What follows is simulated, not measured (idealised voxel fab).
Herein follows the process module entitled voxel transistor to metal.
Shown is cross-section cut, with a width of 185 nm and square cells of size 5 nm.
Just so we're on the same page, the cross-sections are grids of square cells, and they're listed out in bands top to bottom, each band one or more rows deep. A band entry consists of two parts. The first gives the height of the band's top and the height of its bottom, in nm. The rest lists the band's materials from left to right, each with its width in nm. A single material labelled with the word "all across" fills the band from edge to edge, and the word "empty" marks empty space. Heights are measured from 0, the level below which the as-received wafer is all one material; the lowest band has no bottom and continues downward, written as in "0 -> down". Top row gets the first number, bottom row gets the second, and each row in between changes by the same step: that is how a band width like "30..40" works. "nothing different" (step): cross-section cells unchanged, all of them. "Sealed void list" enumerates empty spaces isolated from the top, with no open way to it, that contain at least 8 cells, giving each as width x height at distance from the left edge, all three in nm. Past the settings on a step's line: simulator remark, on that step. Among the settings permitted on a step's line is "overlay nm"; applied to a step with a mask, it specifies the extent to which the mask lay to the right of its planned position, whereas a negative figure signifies a position to the left.
Process steps (planned):
1 op RECEIVE | material Si
2 op CONFORMAL_DEP | material SiO2 | thk nm 5
3 op CONFORMAL_DEP | material SiN | thk nm 10
4 op DIRECTIONAL_DEP | material aC | thk nm 10
5 op PATTERN | tone cover | mask id ACTIVE | material resist | width nm 125 | thk nm 30 | overlay nm 0
6 op DIRECTIONAL_ETCH | etch materials aC | depth nm 10
7 op STRIP | etch materials resist
8 op DIRECTIONAL_ETCH | etch materials SiN | depth nm 10
9 op DIRECTIONAL_ETCH | etch materials SiO2 | depth nm 5
10 op DIRECTIONAL_ETCH | etch materials Si | depth nm 20
11 op STRIP | etch materials aC
12 op FILL_DEP | material SiO2 | thk nm 10
13 op CMP | height nm 15
14 op SELECTIVE_ETCH | etch materials SiO2 | depth nm 5
15 op STRIP | etch materials SiN
16 op SELECTIVE_ETCH | etch materials SiO2 | depth nm 5
17 op OXIDIZE | depth nm 5
18 op DIRECTIONAL_DEP | material polySi | thk nm 30
19 op DIRECTIONAL_DEP | material SiCN | thk nm 10
20 op MASKED_ETCH | tone cover | mask id GATE | width nm 35 | etch materials SiCN | depth nm 20 | overlay nm 0
21 op MASKED_ETCH | tone cover | mask id GATE | width nm 35 | etch materials polySi | depth nm 40 | overlay nm 0
22 op CONFORMAL_DEP | material SiN | thk nm 10
23 op DIRECTIONAL_ETCH | etch materials SiN | depth nm 10
24 op DIRECTIONAL_ETCH | etch materials SiO2 | depth nm 5
25 op DIRECTIONAL_ETCH | etch materials Si | depth nm 5
26 op EPI | material SiGe | thk nm 5
27 op FILL_DEP | material SiO2 | thk nm 5
28 op CMP | height nm 30
29 op STRIP | etch materials polySi
30 op SELECTIVE_ETCH | etch materials SiO2 | depth nm 5
31 op CONFORMAL_DEP | material HfO2 | thk nm 5
32 op CONFORMAL_DEP | material TiN | thk nm 5
33 op FILL_DEP | material W | thk nm 5
34 op CMP | height nm 25
35 op DIRECTIONAL_DEP | material SiO2 | thk nm 15
36 op MASKED_ETCH | tone open | mask id CONTACT | width nm 20 | pitch nm 95 | etch materials SiO2 | depth nm 45 | overlay nm 0
37 op CONFORMAL_DEP | material TiN | thk nm 5
38 op FILL_DEP | material Ru | thk nm 5
39 op CMP | height nm 40
40 op CONFORMAL_DEP | material SiN | thk nm 5
41 op DIRECTIONAL_DEP | material SiO2 | thk nm 15
42 op PATTERN | tone open | mask id METAL_1 | material resist | width nm 20 | pitch nm 95 | thk nm 15 | overlay nm 0
43 op DIRECTIONAL_ETCH | etch materials SiO2 | depth nm 15
44 op DIRECTIONAL_ETCH | etch materials SiN | depth nm 5
45 op STRIP | etch materials resist
46 op CONFORMAL_DEP | material TiN | thk nm 5
47 op FILL_DEP | material Cu | thk nm 10
48 op CMP | height nm 60
49 op CONFORMAL_DEP | material SiN | thk nm 5
Incoming wafer, cross-sectional view, post step 1:
> 0 -> down  Si all across
> Sealed void list: none
The first of two wafers, cross-sectioned at the end of the module, with the run proceeding as planned:
> 65 -> 60  SiN all across
> 60 -> 45  SiO2=35; TiN=5; Cu=10; TiN=5; SiO2=75; TiN=5; Cu=10; TiN=5; SiO2=35
> 45 -> 40  SiN=35; TiN=20; SiN=75; TiN=20; SiN=35
> 40 -> 25  SiO2=35; TiN=5; Ru=10; TiN=5; SiO2=75; TiN=5; Ru=10; TiN=5; SiO2=35
> 25 -> 5  SiO2=35; TiN=5; Ru=10; TiN=5; SiO2=10; SiN=10; HfO2=5; TiN=5; W=15; TiN=5; HfO2=5; SiN=10; SiO2=10; TiN=5; Ru=10; TiN=5; SiO2=35
> 5 -> 0  SiO2=25; SiN=10; TiN=10; Ru=5; TiN=5; SiO2=10; SiN=10; HfO2=5; TiN=25; HfO2=5; SiN=10; SiO2=10; TiN=5; Ru=5; TiN=10; SiN=10; SiO2=25
> 0 -> -5  SiO2=35; SiGe=5; TiN=15; SiO2=5; SiGe=5; SiO2=5; HfO2=45; SiO2=5; SiGe=5; SiO2=5; TiN=15; SiGe=5; SiO2=35
> -5 -> -10  SiO2=30; Si=5; SiGe=30; Si=55; SiGe=30; Si=5; SiO2=30
> -10 -> -20  SiO2=30; Si=125; SiO2=30
> -20 -> down  Si all across
> Sealed void list: none
This is the second of the two wafers, cross-sectioned at the end of the module; it started exactly like the first and was given the same plan, but it was run with one mistake:
> 80 -> 75  SiN all across
> 75 -> 65  Cu all across
> 65 -> 60  TiN=40; Cu=10; TiN=85; Cu=10; TiN=40
> 60 -> 45  SiO2=35; TiN=5; Cu=10; TiN=5; SiO2=75; TiN=5; Cu=10; TiN=5; SiO2=35
> 45 -> 40  SiN=35; TiN=20; SiN=75; TiN=20; SiN=35
> 40 -> 25  SiO2=35; TiN=5; Ru=10; TiN=5; SiO2=75; TiN=5; Ru=10; TiN=5; SiO2=35
> 25 -> 5  SiO2=35; TiN=5; Ru=10; TiN=5; SiO2=10; SiN=10; HfO2=5; TiN=5; W=15; TiN=5; HfO2=5; SiN=10; SiO2=10; TiN=5; Ru=10; TiN=5; SiO2=35
> 5 -> 0  SiO2=25; SiN=10; TiN=10; Ru=5; TiN=5; SiO2=10; SiN=10; HfO2=5; TiN=25; HfO2=5; SiN=10; SiO2=10; TiN=5; Ru=5; TiN=10; SiN=10; SiO2=25
> 0 -> -5  SiO2=35; SiGe=5; TiN=15; SiO2=5; SiGe=5; SiO2=5; HfO2=45; SiO2=5; SiGe=5; SiO2=5; TiN=15; SiGe=5; SiO2=35
> -5 -> -10  SiO2=30; Si=5; SiGe=30; Si=55; SiGe=30; Si=5; SiO2=30
> -10 -> -20  SiO2=30; Si=125; SiO2=30
> -20 -> down  Si all across
> Sealed void list: none
Processing error: plan step 48: skipped, not run
Final cells, second wafer relative to first, materials higher or lower: +78 Cu | +33 TiN
